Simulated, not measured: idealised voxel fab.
A process module follows: voxel transistor to metal.
Cross-section cut: width 175 nm, square cells of 5 nm.
The cross-sections in this document take the form of a grid made of square cells. They are written out as bands, in order from top to bottom. Each band consists of one or more rows of cells.
In this notation a band is specified by the heights of its top and bottom, in that order and in nm, after which its materials appear from left to right, each paired with its width in nm. The word "everywhere" attached to a single material means that material fills the band from edge to edge; the word "empty" stands for empty space.
The level at which height equals 0 is the one under which the wafer, as it arrives, is entirely one material. No lower edge exists for the bottom band, which continues downward and is notated as in "0..down".
Think of "30->40" as a width that walks from the first number to the second as you go down the band, top row to bottom row, taking equal-sized steps from row to row.
"no modification" for a step: no cell of the cross-section changed in that step.
Voids not open to the top, 8 cells minimum: see "Closed voids list". Written width x height at distance; distance is from the left edge; nm.
Step line, after settings: the simulator's comment on this step.
overlay nm: where the mask lay relative to plan, measured to the right, on steps with a mask; negatives go left.
Reading guide: pairs of cross-sections, before and after one process step; after view cut off at lowest changed band; step and settings listed under each pair. Pairs may stem from different runs of this module on the same starting wafer; continuity with the pair above only where the "Before the process" entry states it.

# Before the process
* 30..20  SiO2 70, then SiN 5, then SiO2 5, then SiCN 15, then SiO2 5, then SiN 5, then SiO2 70
* 20..5  SiO2 70, then SiN 5, then SiO2 5, then polySi 15, then SiO2 5, then SiN 5, then SiO2 70
* 5..-5  SiO2 35, then SiN 5, then SiO2 30, then SiN 5, then SiO2 5, then polySi 15, then SiO2 5, then SiN 5, then SiO2 30, then SiN 5, then SiO2 35
* -5..-20  SiO2 everywhere
* -20..-45  SiO2 40, then Si 95, then SiO2 40
* -45..down  Si everywhere
* Closed voids list: none

# Resulting Structure
* 45..30  SiO2 everywhere
* Rest of section, below 30: as before.
* Closed voids list: none
For reference, the processing step occurring between the two cross-sections presented above is as follows: DIRECTIONAL_DEP [material SiO2] [thk nm 15]

Before the process: we pick up right where the pair above leaves off, with its after cross-section.

# Resulting Structure
* 55..45  aC everywhere
* Rest of section, below 45: as before.
* Closed voids list: none
For reference, the processing step occurring between the two cross-sections presented above is as follows: DIRECTIONAL_DEP [material aC] [thk nm 10]

Before the process: we pick up right where the pair above leaves off, with its after cross-section.

# Resulting Structure
* 85..55  resist 45, then empty 30, then resist 25, then empty 30, then resist 45
* Rest of section, below 55: as before.
* Closed voids list: none
For reference, the processing step occurring between the two cross-sections presented above is as follows: PATTERN [tone open] [mask id CONTACT] [material resist] [width nm 30] [pitch nm 55] [thk nm 30] [overlay nm 0]

Before the process: we pick up right where the pair above leaves off, with its after cross-section.

# Resulting Structure
* 75..55  resist 45, then empty 30, then resist 25, then empty 30, then resist 45
* 55..45  aC 45, then empty 30, then aC 25, then empty 30, then aC 45
* Rest of section, below 45: as before.
* Closed voids list: none
For reference, the processing step occurring between the two cross-sections presented above is as follows: DIRECTIONAL_ETCH [etch materials aC] [depth nm 10]

Before the process: we pick up right where the pair above leaves off, with its after cross-section.

# Resulting Structure
* 55..45  aC 45, then empty 30, then aC 25, then empty 30, then aC 45
* Rest of section, below 45: as before.
* Closed voids list: none
For reference, the processing step occurring between the two cross-sections presented above is as follows: STRIP [etch materials resist]

Before the process: we pick up right where the pair above leaves off, with its after cross-section.

# Resulting Structure
* 55..45  aC 45, then empty 30, then aC 25, then empty 30, then aC 45
* 45..30  SiO2 45, then empty 30, then SiO2 25, then empty 30, then SiO2 45
* 30..20  SiO2 45, then empty 25, then SiN 5, then SiO2 5, then SiCN 15, then SiO2 5, then SiN 5, then empty 25, then SiO2 45
* 20..5  SiO2 45, then empty 25, then SiN 5, then SiO2 5, then polySi 15, then SiO2 5, then SiN 5, then empty 25, then SiO2 45
* 5..-5  SiO2 35, then SiN 5, then SiO2 5, then empty 25, then SiN 5, then SiO2 5, then polySi 15, then SiO2 5, then SiN 5, then empty 25, then SiO2 5, then SiN 5, then SiO2 35
* -5..-10  SiO2 45, then empty 25, then SiO2 35, then empty 25, then SiO2 45
* Rest of section, below -10: as before.
* Closed voids list: none
For reference, the processing step occurring between the two cross-sections presented above is as follows: DIRECTIONAL_ETCH [etch materials SiO2] [depth nm 55]

Before the process: we pick up right where the pair above leaves off, with its after cross-section.

# Resulting Structure
* 45..30  SiO2 45, then empty 30, then SiO2 25, then empty 30, then SiO2 45
* Rest of section, below 30: as before.
* Closed voids list: none
For reference, the processing step occurring between the two cross-sections presented above is as follows: STRIP [etch materials aC]

Before the process: we pick up right where the pair above leaves off, with its after cross-section.

# Resulting Structure
* 50..45  TiN 50, then empty 20, then TiN 35, then empty 20, then TiN 50
* 45..35  SiO2 45, then TiN 5, then empty 20, then TiN 5, then SiO2 25, then TiN 5, then empty 20, then TiN 5, then SiO2 45
* 35..30  SiO2 45, then TiN 5, then empty 15, then TiN 10, then SiO2 25, then TiN 10, then empty 15, then TiN 5, then SiO2 45
* 30..20  SiO2 45, then TiN 5, then empty 15, then TiN 5, then SiN 5, then SiO2 5, then SiCN 15, then SiO2 5, then SiN 5, then TiN 5, then empty 15, then TiN 5, then SiO2 45
* 20..5  SiO2 45, then TiN 5, then empty 15, then TiN 5, then SiN 5, then SiO2 5, then polySi 15, then SiO2 5, then SiN 5, then TiN 5, then empty 15, then TiN 5, then SiO2 45
* 5..-5  SiO2 35, then SiN 5, then SiO2 5, then TiN 5, then empty 15, then TiN 5, then SiN 5, then SiO2 5, then polySi 15, then SiO2 5, then SiN 5, then TiN 5, then empty 15, then TiN 5, then SiO2 5, then SiN 5, then SiO2 35
* -5..-10  SiO2 45, then TiN 25, then SiO2 35, then TiN 25, then SiO2 45
* Rest of section, below -10: as before.
* Closed voids list: none
For reference, the processing step occurring between the two cross-sections presented above is as follows: CONFORMAL_DEP [material TiN] [thk nm 5]

Before the process: we pick up right where the pair above leaves off, with its after cross-section.

# Resulting Structure
* 55..50  W everywhere
* 50..45  TiN 50, then W 20, then TiN 35, then W 20, then TiN 50
* 45..35  SiO2 45, then TiN 5, then W 20, then TiN 5, then SiO2 25, then TiN 5, then W 20, then TiN 5, then SiO2 45
* 35..30  SiO2 45, then TiN 5, then W 15, then TiN 10, then SiO2 25, then TiN 10, then W 15, then TiN 5, then SiO2 45
* 30..20  SiO2 45, then TiN 5, then W 15, then TiN 5, then SiN 5, then SiO2 5, then SiCN 15, then SiO2 5, then SiN 5, then TiN 5, then W 15, then TiN 5, then SiO2 45
* 20..5  SiO2 45, then TiN 5, then W 15, then TiN 5, then SiN 5, then SiO2 5, then polySi 15, then SiO2 5, then SiN 5, then TiN 5, then W 15, then TiN 5, then SiO2 45
* 5..-5  SiO2 35, then SiN 5, then SiO2 5, then TiN 5, then W 15, then TiN 5, then SiN 5, then SiO2 5, then polySi 15, then SiO2 5, then SiN 5, then TiN 5, then W 15, then TiN 5, then SiO2 5, then SiN 5, then SiO2 35
* Rest of section, below -5: as before.
* Closed voids list: none
For reference, the processing step occurring between the two cross-sections presented above is as follows: FILL_DEP [material W] [thk nm 5]

Before the process: we pick up right where the pair above leaves off, with its after cross-section.

# Resulting Structure
* 45..35  SiO2 45, then TiN 5, then W 20, then TiN 5, then SiO2 25, then TiN 5, then W 20, then TiN 5, then SiO2 45
* Rest of section, below 35: as before.
* Closed voids list: none
For reference, the processing step occurring between the two cross-sections presented above is as follows: CMP [height nm 45]

Before the process: we pick up right where the pair above leaves off, with its after cross-section.

# Resulting Structure
* 50..45  SiN everywhere
* Rest of section, below 45: as before.
* Closed voids list: none
For reference, the processing step occurring between the two cross-sections presented above is as follows: CONFORMAL_DEP [material SiN] [thk nm 5]

Before the process: we pick up right where the pair above leaves off, with its after cross-section.

# Resulting Structure
* 65..50  SiO2 everywhere
* Rest of section, below 50: as before.
* Closed voids list: none
For reference, the processing step occurring between the two cross-sections presented above is as follows: DIRECTIONAL_DEP [material SiO2] [thk nm 15]

Before the process: we pick up right where the pair above leaves off, with its after cross-section.

# Resulting Structure
* 85..65  resist 45, then empty 20, then resist 45, then empty 20, then resist 45
* Rest of section, below 65: as before.
* Closed voids list: none
For reference, the processing step occurring between the two cross-sections presented above is as follows: PATTERN [tone open] [mask id METAL_1] [material resist] [width nm 20] [pitch nm 65] [thk nm 20] [overlay nm 0]

Before the process: we pick up right where the pair above leaves off, with its after cross-section.

# Resulting Structure
* 85..65  resist 45, then empty 20, then resist 45, then empty 20, then resist 45
* 65..50  SiO2 45, then empty 20, then SiO2 45, then empty 20, then SiO2 45
* Rest of section, below 50: as before.
* Closed voids list: none
For reference, the processing step occurring between the two cross-sections presented above is as follows: DIRECTIONAL_ETCH [etch materials SiO2] [depth nm 15]

Before the process: we pick up right where the pair above leaves off, with its after cross-section.

# Resulting Structure
* 85..65  resist 45, then empty 20, then resist 45, then empty 20, then resist 45
* 65..50  SiO2 45, then empty 20, then SiO2 45, then empty 20, then SiO2 45
* 50..45  SiN 45, then empty 20, then SiN 45, then empty 20, then SiN 45
* Rest of section, below 45: as before.
* Closed voids list: none
For reference, the processing step occurring between the two cross-sections presented above is as follows: DIRECTIONAL_ETCH [etch materials SiN] [depth nm 5]

Before the process: we pick up right where the pair above leaves off, with its after cross-section.

# Resulting Structure
* 65..50  SiO2 45, then empty 20, then SiO2 45, then empty 20, then SiO2 45
* Rest of section, below 50: as before.
* Closed voids list: none
For reference, the processing step occurring between the two cross-sections presented above is as follows: STRIP [etch materials resist]

Before the process: we pick up right where the pair above leaves off, with its after cross-section.

# Resulting Structure
* 70..65  TiN 50, then empty 10, then TiN 55, then empty 10, then TiN 50
* 65..50  SiO2 45, then TiN 5, then empty 10, then TiN 5, then SiO2 45, then TiN 5, then empty 10, then TiN 5, then SiO2 45
* 50..45  SiN 45, then TiN 20, then SiN 45, then TiN 20, then SiN 45
* Rest of section, below 45: as before.
* Closed voids list: none
For reference, the processing step occurring between the two cross-sections presented above is as follows: CONFORMAL_DEP [material TiN] [thk nm 5]

Before the process: we pick up right where the pair above leaves off, with its after cross-section.

# Resulting Structure
* 75..70  Ru everywhere
* 70..65  TiN 50, then Ru 10, then TiN 55, then Ru 10, then TiN 50
* 65..50  SiO2 45, then TiN 5, then Ru 10, then TiN 5, then SiO2 45, then TiN 5, then Ru 10, then TiN 5, then SiO2 45
* Rest of section, below 50: as before.
* Closed voids list: none
For reference, the processing step occurring between the two cross-sections presented above is as follows: FILL_DEP [material Ru] [thk nm 5]

Before the process: we pick up right where the pair above leaves off, with its after cross-section.

# Resulting Structure
* 65..50  SiO2 45, then TiN 5, then Ru 10, then TiN 5, then SiO2 45, then TiN 5, then Ru 10, then TiN 5, then SiO2 45
* Rest of section, below 50: as before.
* Closed voids list: none
For reference, the processing step occurring between the two cross-sections presented above is as follows: CMP [height nm 65]

Before the process: we pick up right where the pair above leaves off, with its after cross-section.

# Resulting Structure
* 70..65  empty 40, then Ru 30, then empty 35, then Ru 30, then empty 40
* Rest of section, below 65: as before.
* Closed voids list: none
For reference, the processing step occurring between the two cross-sections presented above is as follows: EPI [material Ru] [thk nm 5]

Before the process: we pick up right where the pair above leaves off, with its after cross-section.

# Resulting Structure
* 75..70  SiCN everywhere
* 70..65  SiCN 40, then Ru 30, then SiCN 35, then Ru 30, then SiCN 40
* Rest of section, below 65: as before.
* Closed voids list: none
For reference, the processing step occurring between the two cross-sections presented above is as follows: FILL_DEP [material SiCN] [thk nm 5]

# Before the process
* 25..15  aC everywhere
* 15..0  SiN everywhere
* 0..-5  SiO2 everywhere
* -5..down  Si everywhere
* Closed voids list: none

# Resulting Structure
* 55..25  empty 40, then resist 100, then empty 35
* Rest of section, below 25: as before.
* Closed voids list: none
For reference, the processing step occurring between the two cross-sections presented above is as follows: PATTERN [tone cover] [mask id ACTIVE] [material resist] [width nm 100] [thk nm 30] [overlay nm 0]

Before the process: we pick up right where the pair above leaves off, with its after cross-section.

# Resulting Structure
* 45..25  empty 40, then resist 100, then empty 35
* 25..15  empty 40, then aC 100, then empty 35
* Rest of section, below 15: as before.
* Closed voids list: none
For reference, the processing step occurring between the two cross-sections presented above is as follows: DIRECTIONAL_ETCH [etch materials aC] [depth nm 10]

Before the process: we pick up right where the pair above leaves off, with its after cross-section.

# Resulting Structure
* 25..15  empty 40, then aC 100, then empty 35
* Rest of section, below 15: as before.
* Closed voids list: none
For reference, the processing step occurring between the two cross-sections presented above is as follows: STRIP [etch materials resist]

Before the process: we pick up right where the pair above leaves off, with its after cross-section.

# Resulting Structure
* 25..15  empty 40, then aC 100, then empty 35
* 15..0  empty 40, then SiN 100, then empty 35
* Rest of section, below 0: as before.
* Closed voids list: none
For reference, the processing step occurring between the two cross-sections presented above is as follows: DIRECTIONAL_ETCH [etch materials SiN] [depth nm 15]

Before the process: we pick up right where the pair above leaves off, with its after cross-section.

# Resulting Structure
* 25..15  empty 40, then aC 100, then empty 35
* 15..0  empty 40, then SiN 100, then empty 35
* 0..-5  empty 40, then SiO2 100, then empty 35
* Rest of section, below -5: as before.
* Closed voids list: none
For reference, the processing step occurring between the two cross-sections presented above is as follows: DIRECTIONAL_ETCH [etch materials SiO2] [depth nm 5]

Before the process: we pick up right where the pair above leaves off, with its after cross-section.

# Resulting Structure
* 25..15  empty 40, then aC 100, then empty 35
* 15..0  empty 40, then SiN 100, then empty 35
* 0..-5  empty 40, then SiO2 100, then empty 35
* -5..-40  empty 40, then Si 100, then empty 35
* Rest of section, below -40: as before.
* Closed voids list: none
For reference, the processing step occurring between the two cross-sections presented above is as follows: DIRECTIONAL_ETCH [etch materials Si] [depth nm 35]

Before the process: we pick up right where the pair above leaves off, with its after cross-section.

# Resulting Structure
* 15..0  empty 40, then SiN 100, then empty 35
* Rest of section, below 0: as before.
* Closed voids list: none
For reference, the processing step occurring between the two cross-sections presented above is as follows: STRIP [etch materials aC]

Before the process: we pick up right where the pair above leaves off, with its after cross-section.

# Resulting Structure
* 15..0  empty 40, then SiN 100, then empty 35
* 0..-5  empty 40, then SiO2 100, then empty 35
* -5..-40  empty 40, then SiO2 5, then Si 90, then SiO2 5, then empty 35
* -40..-45  SiO2 45, then Si 90, then SiO2 40
* Rest of section, below -45: as before.
* Closed voids list: none
For reference, the processing step occurring between the two cross-sections presented above is as follows: OXIDIZE [depth nm 5]

Before the process: we pick up right where the pair above leaves off, with its after cross-section.

# Resulting Structure
* 20..15  SiO2 everywhere
* 15..0  SiO2 40, then SiN 100, then SiO2 35
* 0..-5  SiO2 everywhere
* -5..-45  SiO2 45, then Si 90, then SiO2 40
* Rest of section, below -45: as before.
* Closed voids list: none
For reference, the processing step occurring between the two cross-sections presented above is as follows: FILL_DEP [material SiO2] [thk nm 5]

Before the process: we pick up right where the pair above leaves off, with its after cross-section.

# Resulting Structure
* 15..0  SiO2 40, then SiN 100, then SiO2 35
* Rest of section, below 0: as before.
* Closed voids list: none
For reference, the processing step occurring between the two cross-sections presented above is as follows: CMP [height nm 15]

Before the process: we pick up right where the pair above leaves off, with its after cross-section.

# Resulting Structure
* 15..10  empty 40, then SiN 100, then empty 35
* Rest of section, below 10: as before.
* Closed voids list: none
For reference, the processing step occurring between the two cross-sections presented above is as follows: SELECTIVE_ETCH [etch materials SiO2] [depth nm 5]

Before the process: we pick up right where the pair above leaves off, with its after cross-section.

# Resulting Structure
* 10..0  SiO2 40, then empty 100, then SiO2 35
* Rest of section, below 0: as before.
* Closed voids list: none
For reference, the processing step occurring between the two cross-sections presented above is as follows: STRIP [etch materials SiN]

Before the process: we pick up right where the pair above leaves off, with its after cross-section.

# Resulting Structure
* 5..-5  SiO2 35, then empty 110, then SiO2 30
* Rest of section, below -5: as before.
* Closed voids list: none
For reference, the processing step occurring between the two cross-sections presented above is as follows: SELECTIVE_ETCH [etch materials SiO2] [depth nm 5]

Before the process: we pick up right where the pair above leaves off, with its after cross-section.

# Resulting Structure
* 5..-5  SiO2 35, then empty 110, then SiO2 30
* -5..-10  SiO2 everywhere
* Rest of section, below -10: as before.
* Closed voids list: none
For reference, the processing step occurring between the two cross-sections presented above is as follows: OXIDIZE [depth nm 5]

Before the process: we pick up right where the pair above leaves off, with its after cross-section.

# Resulting Structure
* 30..20  polySi 35, then empty 110, then polySi 30
* 20..5  polySi everywhere
* 5..-5  SiO2 35, then polySi 110, then SiO2 30
* Rest of section, below -5: as before.
* Closed voids list: none
For reference, the processing step occurring between the two cross-sections presented above is as follows: DIRECTIONAL_DEP [material polySi] [thk nm 25]

Before the process: we pick up right where the pair above leaves off, with its after cross-section.

# Resulting Structure
* 40..30  SiCN 35, then empty 110, then SiCN 30
* 30..20  polySi 35, then SiCN 110, then polySi 30
* Rest of section, below 20: as before.
* Closed voids list: none
For reference, the processing step occurring between the two cross-sections presented above is as follows: DIRECTIONAL_DEP [material SiCN] [thk nm 10]

Before the process: we pick up right where the pair above leaves off, with its after cross-section.

# Resulting Structure
* 60..40  empty 80, then resist 15, then empty 80
* 40..30  SiCN 35, then empty 45, then resist 15, then empty 50, then SiCN 30
* Rest of section, below 30: as before.
* Closed voids list: none
For reference, the processing step occurring between the two cross-sections presented above is as follows: PATTERN [tone cover] [mask id GATE] [material resist] [width nm 15] [thk nm 20] [overlay nm 0]

Before the process: we pick up right where the pair above leaves off, with its after cross-section.

# Resulting Structure
* 60..30  empty 80, then resist 15, then empty 80
* 30..20  polySi 35, then empty 45, then SiCN 15, then empty 50, then polySi 30
* Rest of section, below 20: as before.
* Closed voids list: none
For reference, the processing step occurring between the two cross-sections presented above is as follows: DIRECTIONAL_ETCH [etch materials SiCN] [depth nm 20]

Before the process: we pick up right where the pair above leaves off, with its after cross-section.

# Resulting Structure
* 60..30  empty 80, then resist 15, then empty 80
* 30..20  empty 80, then SiCN 15, then empty 80
* 20..5  empty 80, then polySi 15, then empty 80
* 5..-5  SiO2 35, then empty 45, then polySi 15, then empty 50, then SiO2 30
* Rest of section, below -5: as before.
* Closed voids list: none
For reference, the processing step occurring between the two cross-sections presented above is as follows: DIRECTIONAL_ETCH [etch materials polySi] [depth nm 35]

Before the process: we pick up right where the pair above leaves off, with its after cross-section.

# Resulting Structure
* 30..20  empty 80, then SiCN 15, then empty 80
* Rest of section, below 20: as before.
* Closed voids list: none
For reference, the processing step occurring between the two cross-sections presented above is as follows: STRIP [etch materials resist]

Before the process: we pick up right where the pair above leaves off, with its after cross-section.

# Resulting Structure
* 35..30  empty 75, then SiO2 25, then empty 75
* 30..20  empty 75, then SiO2 5, then SiCN 15, then SiO2 5, then empty 75
* 20..10  empty 75, then SiO2 5, then polySi 15, then SiO2 5, then empty 75
* 10..0  SiO2 40, then empty 35, then SiO2 5, then polySi 15, then SiO2 5, then empty 40, then SiO2 35
* 0..-5  SiO2 80, then polySi 15, then SiO2 80
* Rest of section, below -5: as before.
* Closed voids list: none
For reference, the processing step occurring between the two cross-sections presented above is as follows: CONFORMAL_DEP [material SiO2] [thk nm 5]

Before the process: we pick up right where the pair above leaves off, with its after cross-section.

# Resulting Structure
* 30..20  empty 75, then SiO2 5, then SiCN 15, then SiO2 5, then empty 75
* 20..5  empty 75, then SiO2 5, then polySi 15, then SiO2 5, then empty 75
* 5..-5  SiO2 40, then empty 35, then SiO2 5, then polySi 15, then SiO2 5, then empty 40, then SiO2 35
* Rest of section, below -5: as before.
* Closed voids list: none
For reference, the processing step occurring between the two cross-sections presented above is as follows: DIRECTIONAL_ETCH [etch materials SiO2] [depth nm 5]

Before the process: we pick up right where the pair above leaves off, with its after cross-section.

# Resulting Structure
* 35..30  empty 70, then SiN 35, then empty 70
* 30..20  empty 70, then SiN 5, then SiO2 5, then SiCN 15, then SiO2 5, then SiN 5, then empty 70
* 20..10  empty 70, then SiN 5, then SiO2 5, then polySi 15, then SiO2 5, then SiN 5, then empty 70
* 10..5  SiN 45, then empty 25, then SiN 5, then SiO2 5, then polySi 15, then SiO2 5, then SiN 5, then empty 30, then SiN 40
* 5..0  SiO2 40, then SiN 5, then empty 25, then SiN 5, then SiO2 5, then polySi 15, then SiO2 5, then SiN 5, then empty 30, then SiN 5, then SiO2 35
* 0..-5  SiO2 40, then SiN 35, then SiO2 5, then polySi 15, then SiO2 5, then SiN 40, then SiO2 35
* Rest of section, below -5: as before.
* Closed voids list: none
For reference, the processing step occurring between the two cross-sections presented above is as follows: CONFORMAL_DEP [material SiN] [thk nm 5]

Before the process: we pick up right where the pair above leaves off, with its after cross-section.

# Resulting Structure
* 30..20  empty 70, then SiN 5, then SiO2 5, then SiCN 15, then SiO2 5, then SiN 5, then empty 70
* 20..5  empty 70, then SiN 5, then SiO2 5, then polySi 15, then SiO2 5, then SiN 5, then empty 70
* 5..-5  SiO2 40, then SiN 5, then empty 25, then SiN 5, then SiO2 5, then polySi 15, then SiO2 5, then SiN 5, then empty 30, then SiN 5, then SiO2 35
* Rest of section, below -5: as before.
* Closed voids list: none
For reference, the processing step occurring between the two cross-sections presented above is as follows: DIRECTIONAL_ETCH [etch materials SiN] [depth nm 5]

Before the process: we pick up right where the pair above leaves off, with its after cross-section.

# Resulting Structure
* 30..25  empty 70, then SiN 5, then empty 5, then SiCN 15, then empty 5, then SiN 5, then empty 70
* 25..20  empty 70, then SiN 5, then SiO2 5, then SiCN 15, then SiO2 5, then SiN 5, then empty 70
* 20..5  empty 70, then SiN 5, then SiO2 5, then polySi 15, then SiO2 5, then SiN 5, then empty 70
* 5..0  empty 40, then SiN 5, then empty 25, then SiN 5, then SiO2 5, then polySi 15, then SiO2 5, then SiN 5, then empty 30, then SiN 5, then empty 35
* 0..-5  SiO2 40, then SiN 5, then empty 25, then SiN 5, then SiO2 5, then polySi 15, then SiO2 5, then SiN 5, then empty 30, then SiN 5, then SiO2 35
* -5..-10  SiO2 45, then empty 25, then SiO2 35, then empty 30, then SiO2 40
* Rest of section, below -10: as before.
* Closed voids list: none
For reference, the processing step occurring between the two cross-sections presented above is as follows: DIRECTIONAL_ETCH [etch materials SiO2] [depth nm 5]

Before the process: we pick up right where the pair above leaves off, with its after cross-section.

# Resulting Structure
* 30..25  empty 70, then SiN 5, then empty 5, then SiCN 15, then empty 5, then SiN 5, then empty 70
* 25..20  empty 70, then SiN 5, then SiO2 5, then SiCN 15, then SiO2 5, then SiN 5, then empty 70
* 20..5  empty 70, then SiN 5, then SiO2 5, then polySi 15, then SiO2 5, then SiN 5, then empty 70
* 5..0  empty 40, then SiN 5, then empty 25, then SiN 5, then SiO2 5, then polySi 15, then SiO2 5, then SiN 5, then empty 30, then SiN 5, then empty 35
* 0..-5  SiO2 40, then SiN 5, then empty 25, then SiN 5, then SiO2 5, then polySi 15, then SiO2 5, then SiN 5, then empty 30, then SiN 5, then SiO2 35
* -5..-10  SiO2 45, then empty 25, then SiO2 35, then empty 30, then SiO2 40
* -10..-15  SiO2 45, then empty 25, then Si 35, then empty 30, then SiO2 40
* Rest of section, below -15: as before.
* Closed voids list: none
For reference, the processing step occurring between the two cross-sections presented above is as follows: DIRECTIONAL_ETCH [etch materials Si] [depth nm 5]

Before the process: we pick up right where the pair above leaves off, with its after cross-section.

# Resulting Structure
* 30..25  empty 70, then SiN 5, then empty 5, then SiCN 15, then empty 5, then SiN 5, then empty 70
* 25..20  empty 70, then SiN 5, then SiO2 5, then SiCN 15, then SiO2 5, then SiN 5, then empty 70
* 20..5  empty 70, then SiN 5, then SiO2 5, then polySi 15, then SiO2 5, then SiN 5, then empty 70
* 5..0  empty 40, then SiN 5, then empty 25, then SiN 5, then SiO2 5, then polySi 15, then SiO2 5, then SiN 5, then empty 30, then SiN 5, then empty 35
* 0..-5  SiO2 40, then SiN 5, then empty 25, then SiN 5, then SiO2 5, then polySi 15, then SiO2 5, then SiN 5, then empty 30, then SiN 5, then SiO2 35
* -5..-10  SiO2 45, then empty 20, then pSi 5, then SiO2 35, then pSi 5, then empty 25, then SiO2 40
* -10..-15  SiO2 45, then pSi 25, then Si 35, then pSi 30, then SiO2 40
* Rest of section, below -15: as before.
* Closed voids list: none
For reference, the processing step occurring between the two cross-sections presented above is as follows: EPI [material pSi] [thk nm 5]

Before the process: we pick up right where the pair above leaves off, with its after cross-section.

# Resulting Structure
* 35..30  SiO2 everywhere
* 30..20  SiO2 70, then SiN 5, then SiO2 5, then SiCN 15, then SiO2 5, then SiN 5, then SiO2 70
* 20..5  SiO2 70, then SiN 5, then SiO2 5, then polySi 15, then SiO2 5, then SiN 5, then SiO2 70
* 5..-5  SiO2 40, then SiN 5, then SiO2 25, then SiN 5, then SiO2 5, then polySi 15, then SiO2 5, then SiN 5, then SiO2 30, then SiN 5, then SiO2 35
* -5..-10  SiO2 65, then pSi 5, then SiO2 35, then pSi 5, then SiO2 65
* Rest of section, below -10: as before.
* Closed voids list: none
For reference, the processing step occurring between the two cross-sections presented above is as follows: FILL_DEP [material SiO2] [thk nm 5]

Before the process: we pick up right where the pair above leaves off, with its after cross-section.

# Resulting Structure
* 30..20  SiO2 70, then SiN 5, then SiO2 5, then SiCN 15, then SiO2 5, then SiN 5, then SiO2 70
* Rest of section, below 20: as before.
* Closed voids list: none
For reference, the processing step occurring between the two cross-sections presented above is as follows: CMP [height nm 30]

Before the process: we pick up right where the pair above leaves off, with its after cross-section.

# Resulting Structure
* 45..30  SiO2 everywhere
* Rest of section, below 30: as before.
* Closed voids list: none
For reference, the processing step occurring between the two cross-sections presented above is as follows: DIRECTIONAL_DEP [material SiO2] [thk nm 15]

Before the process: we pick up right where the pair above leaves off, with its after cross-section.

# Resulting Structure
* 55..45  aC everywhere
* Rest of section, below 45: as before.
* Closed voids list: none
For reference, the processing step occurring between the two cross-sections presented above is as follows: DIRECTIONAL_DEP [material aC] [thk nm 10]

Before the process: we pick up right where the pair above leaves off, with its after cross-section.

# Resulting Structure
* 85..55  resist 45, then empty 30, then resist 25, then empty 30, then resist 45
* Rest of section, below 55: as before.
* Closed voids list: none
For reference, the processing step occurring between the two cross-sections presented above is as follows: PATTERN [tone open] [mask id CONTACT] [material resist] [width nm 30] [pitch nm 55] [thk nm 30] [overlay nm 0]

Before the process: we pick up right where the pair above leaves off, with its after cross-section.

# Resulting Structure
* 75..55  resist 45, then empty 30, then resist 25, then empty 30, then resist 45
* 55..45  aC 45, then empty 30, then aC 25, then empty 30, then aC 45
* Rest of section, below 45: as before.
* Closed voids list: none
For reference, the processing step occurring between the two cross-sections presented above is as follows: DIRECTIONAL_ETCH [etch materials aC] [depth nm 10]

Before the process: we pick up right where the pair above leaves off, with its after cross-section.

# Resulting Structure
* 55..45  aC 45, then empty 30, then aC 25, then empty 30, then aC 45
* Rest of section, below 45: as before.
* Closed voids list: none
For reference, the processing step occurring between the two cross-sections presented above is as follows: STRIP [etch materials resist]

Before the process: we pick up right where the pair above leaves off, with its after cross-section.

# Resulting Structure
* 55..45  aC 45, then empty 30, then aC 25, then empty 30, then aC 45
* 45..30  SiO2 45, then empty 30, then SiO2 25, then empty 30, then SiO2 45
* 30..20  SiO2 45, then empty 25, then SiN 5, then SiO2 5, then SiCN 15, then SiO2 5, then SiN 5, then empty 25, then SiO2 45
* 20..5  SiO2 45, then empty 25, then SiN 5, then SiO2 5, then polySi 15, then SiO2 5, then SiN 5, then empty 25, then SiO2 45
* 5..-5  SiO2 40, then SiN 5, then empty 25, then SiN 5, then SiO2 5, then polySi 15, then SiO2 5, then SiN 5, then empty 25, then SiO2 5, then SiN 5, then SiO2 35
* -5..-10  SiO2 45, then empty 20, then pSi 5, then SiO2 35, then pSi 5, then empty 20, then SiO2 45
* Rest of section, below -10: as before.
* Closed voids list: none
For reference, the processing step occurring between the two cross-sections presented above is as follows: DIRECTIONAL_ETCH [etch materials SiO2] [depth nm 55]

Before the process: we pick up right where the pair above leaves off, with its after cross-section.

# Resulting Structure
* 45..30  SiO2 45, then empty 30, then SiO2 25, then empty 30, then SiO2 45
* Rest of section, below 30: as before.
* Closed voids list: none
For reference, the processing step occurring between the two cross-sections presented above is as follows: STRIP [etch materials aC]

Before the process: we pick up right where the pair above leaves off, with its after cross-section.

# Resulting Structure
* 50..45  TiN 50, then empty 20, then TiN 35, then empty 20, then TiN 50
* 45..35  SiO2 45, then TiN 5, then empty 20, then TiN 5, then SiO2 25, then TiN 5, then empty 20, then TiN 5, then SiO2 45
* 35..30  SiO2 45, then TiN 5, then empty 15, then TiN 10, then SiO2 25, then TiN 10, then empty 15, then TiN 5, then SiO2 45
* 30..20  SiO2 45, then TiN 5, then empty 15, then TiN 5, then SiN 5, then SiO2 5, then SiCN 15, then SiO2 5, then SiN 5, then TiN 5, then empty 15, then TiN 5, then SiO2 45
* 20..5  SiO2 45, then TiN 5, then empty 15, then TiN 5, then SiN 5, then SiO2 5, then polySi 15, then SiO2 5, then SiN 5, then TiN 5, then empty 15, then TiN 5, then SiO2 45
* 5..-5  SiO2 40, then SiN 5, then TiN 5, then empty 15->10, then TiN 5->10, then SiN 5, then SiO2 5, then polySi 15, then SiO2 5, then SiN 5, then TiN 5->10, then empty 15->10, then TiN 5, then SiO2 5, then SiN 5, then SiO2 35
* -5..-10  SiO2 45, then TiN 20, then pSi 5, then SiO2 35, then pSi 5, then TiN 20, then SiO2 45
* Rest of section, below -10: as before.
* Closed voids list: none
For reference, the processing step occurring between the two cross-sections presented above is as follows: CONFORMAL_DEP [material TiN] [thk nm 5]

Before the process: we pick up right where the pair above leaves off, with its after cross-section.

# Resulting Structure
* 55..50  W everywhere
* 50..45  TiN 50, then W 20, then TiN 35, then W 20, then TiN 50
* 45..35  SiO2 45, then TiN 5, then W 20, then TiN 5, then SiO2 25, then TiN 5, then W 20, then TiN 5, then SiO2 45
* 35..30  SiO2 45, then TiN 5, then W 15, then TiN 10, then SiO2 25, then TiN 10, then W 15, then TiN 5, then SiO2 45
* 30..20  SiO2 45, then TiN 5, then W 15, then TiN 5, then SiN 5, then SiO2 5, then SiCN 15, then SiO2 5, then SiN 5, then TiN 5, then W 15, then TiN 5, then SiO2 45
* 20..5  SiO2 45, then TiN 5, then W 15, then TiN 5, then SiN 5, then SiO2 5, then polySi 15, then SiO2 5, then SiN 5, then TiN 5, then W 15, then TiN 5, then SiO2 45
* 5..-5  SiO2 40, then SiN 5, then TiN 5, then W 15->10, then TiN 5->10, then SiN 5, then SiO2 5, then polySi 15, then SiO2 5, then SiN 5, then TiN 5->10, then W 15->10, then TiN 5, then SiO2 5, then SiN 5, then SiO2 35
* Rest of section, below -5: as before.
* Closed voids list: none
For reference, the processing step occurring between the two cross-sections presented above is as follows: FILL_DEP [material W] [thk nm 5]
